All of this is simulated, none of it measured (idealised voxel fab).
Process module heading - voxel transistor to metal
Displayed cross-section: cut, width of 185 nm, square cells sized 5 nm.
How to read a cross-section here: the picture is a grid of square cells, written as bands going from the top down, and any band can span one or more rows of cells.
Look at the band entry: it leads with the top's height and the bottom's height in nm. Then it lists the materials left to right, with a width in nm for each. The word "full width" on a single material says that material fills the band edge to edge. The word "empty" is empty space.
Height is counted from the level 0, under which the received wafer is composed throughout of one material. The lowest of the bands is not closed at the bottom but continues downward, in the notation "0 down".
You'd read "30..40" like this: the band's top row of cells is as wide as the first number, its bottom row is as wide as the second, and going down, every row changes width by the same amount as the row before did.
It should be understood that the words "left unchanged", when stated for a given step, signify that the cross-section underwent no change in any of its cells during that step.
Basically, "Completely sealed voids" tells you about the enclosed voids: empty spaces with no open way to the top, 8 cells or bigger, each written width x height at distance, where distance is from the left edge, all in nm.
Read whatever lies past the settings on a step's line as the simulator's own remark about the step.
When a step includes a mask, the "overlay nm" setting on its line states how far to the right of its planned place that mask lay, and negative values state how far to the left.

# Process steps foreseen in the plan
1. RECEIVE with material Si
2. OXIDIZE with depth nm 5
3. CONFORMAL_DEP with material SiN, thk nm 15
4. MASKED_ETCH with tone cover, mask id ACTIVE, width nm 110, etch materials SiN, depth nm 15, overlay nm 0
5. MASKED_ETCH with tone cover, mask id ACTIVE, width nm 110, etch materials SiO2, depth nm 5, overlay nm 0
6. MASKED_ETCH with tone cover, mask id ACTIVE, width nm 110, etch materials Si, depth nm 30, overlay nm 0
7. FILL_DEP with material SiO2, thk nm 10
8. CMP with height nm 15
9. SELECTIVE_ETCH with etch materials SiO2, depth nm 5
10. STRIP with etch materials SiN
11. SELECTIVE_ETCH with etch materials SiO2, depth nm 5
12. OXIDIZE with depth nm 5
13. DIRECTIONAL_DEP with material polySi, thk nm 20
14. DIRECTIONAL_DEP with material SiCN, thk nm 15
15. MASKED_ETCH with tone cover, mask id GATE, width nm 20, etch materials SiCN, depth nm 25, overlay nm 0
16. MASKED_ETCH with tone cover, mask id GATE, width nm 20, etch materials polySi, depth nm 30, overlay nm 0
17. CONFORMAL_DEP with material SiN, thk nm 10
18. DIRECTIONAL_ETCH with etch materials SiN, depth nm 10
19. DIRECTIONAL_ETCH with etch materials SiO2, depth nm 5
20. DIRECTIONAL_ETCH with etch materials Si, depth nm 5
21. EPI with material nSi, thk nm 5
22. FILL_DEP with material SiO2, thk nm 5
23. CMP with height nm 30
24. DIRECTIONAL_DEP with material SiO2, thk nm 15
25. DIRECTIONAL_DEP with material aC, thk nm 10
26. PATTERN with tone open, mask id CONTACT, material resist, width nm 20, pitch nm 80, thk nm 30, overlay nm 0
27. DIRECTIONAL_ETCH with etch materials aC, depth nm 10
28. STRIP with etch materials resist
29. DIRECTIONAL_ETCH with etch materials SiO2, depth nm 55
30. STRIP with etch materials aC
31. CONFORMAL_DEP with material TiN, thk nm 5
32. FILL_DEP with material Ru, thk nm 10
33. CMP with height nm 45
34. CONFORMAL_DEP with material SiN, thk nm 5
35. DIRECTIONAL_DEP with material SiO2, thk nm 15
36. MASKED_ETCH with tone open, mask id METAL_1, width nm 20, pitch nm 80, etch materials SiO2, depth nm 15, overlay nm 0
37. MASKED_ETCH with tone open, mask id METAL_1, width nm 20, pitch nm 80, etch materials SiN, depth nm 5, overlay nm 0
38. CONFORMAL_DEP with material TiN, thk nm 5
39. FILL_DEP with material Cu, thk nm 5
40. CMP with height nm 65
41. EPI with material Ru, thk nm 5
42. FILL_DEP with material SiCN, thk nm 5
43. DIRECTIONAL_DEP with material lowk, thk nm 30
44. MASKED_ETCH with tone open, mask id METAL_2, width nm 20, pitch nm 80, etch materials lowk, depth nm 15, overlay nm 0
45. PATTERN with tone open, mask id METAL_2_HOLES, material resist, width nm 15, pitch nm 80, thk nm 15, overlay nm 0
46. DIRECTIONAL_ETCH with etch materials lowk, depth nm 15
47. DIRECTIONAL_ETCH with etch materials SiCN, depth nm 5
48. STRIP with etch materials resist
49. CONFORMAL_DEP with material TiN, thk nm 5
50. FILL_DEP with material Cu, thk nm 10
51. CMP with height nm 105
52. CONFORMAL_DEP with material SiCN, thk nm 5

# Wafer at receipt (post step 1), cross-section
* 0 down  Si full width
* Completely sealed voids: none

# Cross-section at module end, one run error; start and plan unchanged from above
* 110 to 105  SiCN full width
* 105 to 95  lowk (40) / TiN (5) / Cu (10) / TiN (5) / lowk (60) / TiN (5) / Cu (10) / TiN (5) / lowk (45)
* 95 to 90  lowk (40) / TiN (5) / Cu (5) / TiN (10) / lowk (60) / TiN (5) / Cu (5) / TiN (10) / lowk (45)
* 90 to 75  lowk (40) / TiN (5) / Cu (5) / TiN (5) / lowk (65) / TiN (5) / Cu (5) / TiN (5) / lowk (50)
* 75 to 70  SiCN (40) / TiN (15) / SiCN (65) / TiN (15) / SiCN (50)
* 70 to 65  SiCN (35) / Ru (30) / SiCN (50) / Ru (30) / SiCN (40)
* 65 to 50  SiO2 (40) / TiN (5) / Cu (10) / TiN (5) / SiO2 (60) / TiN (5) / Cu (10) / TiN (5) / SiO2 (45)
* 50 to 45  SiN (40) / TiN (20) / SiN (60) / TiN (20) / SiN (45)
* 45 to 35  SiO2 (40) / TiN (5) / Ru (10) / TiN (5) / SiO2 (60) / TiN (5) / Ru (10) / TiN (5) / SiO2 (45)
* 35 to 30  SiO2 (40) / TiN (20) / SiO2 (60) / TiN (20) / SiO2 (45)
* 30 to 25  SiCN (80) / SiN (20) / SiCN (85)
* 25 to 15  polySi (30) / SiCN (50) / SiN (20) / SiCN (50) / polySi (35)
* 15 to 5  polySi full width
* 5 to -5  SiO2 (30) / polySi (120) / SiO2 (35)
* -5 to -10  SiO2 full width
* -10 to -35  SiO2 (35) / Si (110) / SiO2 (40)
* -35 down  Si full width
* Completely sealed voids: none
Nonconformance to the process plan: not per plan at step 15, really ran MASKED_ETCH with tone open, mask id GATE, width nm 20, etch materials SiCN, depth nm 25, overlay nm 0
